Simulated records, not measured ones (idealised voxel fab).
Documented hereafter: the process module known as voxel trench capacitor.
This is section cut - it's 185 nm across, gridded in 5 nm square cells.
Heads up, the way a cross-section reads in here is a grid of square cells, handed over as bands from the top down, with every band being one or more rows of cells.
Within each band entry, the heights of the top and of the bottom of the band appear first, in that order and in nm; the materials of the band then follow from left to right, each with its corresponding width in nm. The designation "full width" on a single material indicates that it fills the band from edge to edge; the designation "blank" indicates empty space.
Ref level 0: as-received wafer is one material below here. Bottom band extends down with no lower bound ("0 down").
The width entry "30 to 40" should be interpreted row by row: the top row of cells in the band takes the first number, the bottom row takes the second number, and the change between adjacent rows is uniform throughout.
"no modifications" after a step means that no cell of the cross-section changed.
Enclosed void catalog: empty space of 8 cells or more with no open way to the top, each as width x height at its distance from the left edge, in nm
What comes after the settings on a step's line is commentary from the simulator itself on that step.
When a step includes a mask, the "overlay nm" setting on its line states how far to the right of its planned place that mask lay, and negative values state how far to the left.
[So here's the lineup of process steps we planned]
- 1: RECEIVE,material Si
- 2: CONFORMAL_DEP,material SiN,thk nm 5
- 3: DIRECTIONAL_DEP,material aC,thk nm 10
- 4: PATTERN,tone open,mask id TRENCH,material resist,width nm 20,pitch nm 45,thk nm 25,overlay nm 0
- 5: DIRECTIONAL_ETCH,etch materials aC,depth nm 10
- 6: STRIP,etch materials resist
- 7: DIRECTIONAL_ETCH,etch materials SiN,depth nm 5
- 8: DIRECTIONAL_ETCH,etch materials Si,depth nm 40
- 9: STRIP,etch materials aC
- 10: CONFORMAL_DEP,material Al2O3,thk nm 5
- 11: FILL_DEP,material polySi,thk nm 10
- 12: CMP,height nm 5
[This is the cross-section of the wafer as we received it, i.e. after step 1]
  0 down = Si full width
  Enclosed void catalog: none
[Wafer cross-section at module end: first of two, run to plan]
  5 to 0 = 15 of SiN | 5 of Al2O3 | 10 of polySi | 5 of Al2O3 | 25 of SiN | 5 of Al2O3 | 10 of polySi | 5 of Al2O3 | 25 of SiN | 5 of Al2O3 | 10 of polySi | 5 of Al2O3 | 25 of SiN | 5 of Al2O3 | 10 of polySi | 5 of Al2O3 | 15 of SiN
  0 to -35 = 15 of Si | 5 of Al2O3 | 10 of polySi | 5 of Al2O3 | 25 of Si | 5 of Al2O3 | 10 of polySi | 5 of Al2O3 | 25 of Si | 5 of Al2O3 | 10 of polySi | 5 of Al2O3 | 25 of Si | 5 of Al2O3 | 10 of polySi | 5 of Al2O3 | 15 of Si
  -35 to -40 = 15 of Si | 20 of Al2O3 | 25 of Si | 20 of Al2O3 | 25 of Si | 20 of Al2O3 | 25 of Si | 20 of Al2O3 | 15 of Si
  -40 down = Si full width
  Enclosed void catalog: none
[Cross-sectional image of the second wafer of the two following completion of the module. Starting state and process plan were the same as for the first wafer; one execution error occurred]
  5 to 0 = 15 of polySi | 5 of Al2O3 | 10 of polySi | 5 of Al2O3 | 25 of polySi | 5 of Al2O3 | 10 of polySi | 5 of Al2O3 | 25 of polySi | 5 of Al2O3 | 10 of polySi | 5 of Al2O3 | 25 of polySi | 5 of Al2O3 | 10 of polySi | 5 of Al2O3 | 15 of polySi
  0 to -30 = 15 of Si | 5 of Al2O3 | 10 of polySi | 5 of Al2O3 | 25 of Si | 5 of Al2O3 | 10 of polySi | 5 of Al2O3 | 25 of Si | 5 of Al2O3 | 10 of polySi | 5 of Al2O3 | 25 of Si | 5 of Al2O3 | 10 of polySi | 5 of Al2O3 | 15 of Si
  -30 to -35 = 15 of Si | 20 of Al2O3 | 25 of Si | 20 of Al2O3 | 25 of Si | 20 of Al2O3 | 25 of Si | 20 of Al2O3 | 15 of Si
  -35 down = Si full width
  Enclosed void catalog: none
It is concluded that the wafer was processed incorrectly with respect to the plan, in that so step 2 ended up running with a different setting than we planned, it ran as CONFORMAL_DEP,material polySi,thk nm 5
Per the end-of-run cell counts, the second wafer holds more or fewer of some materials than the first: Al2O3 -8, Si +16, SiN -21, polySi +13
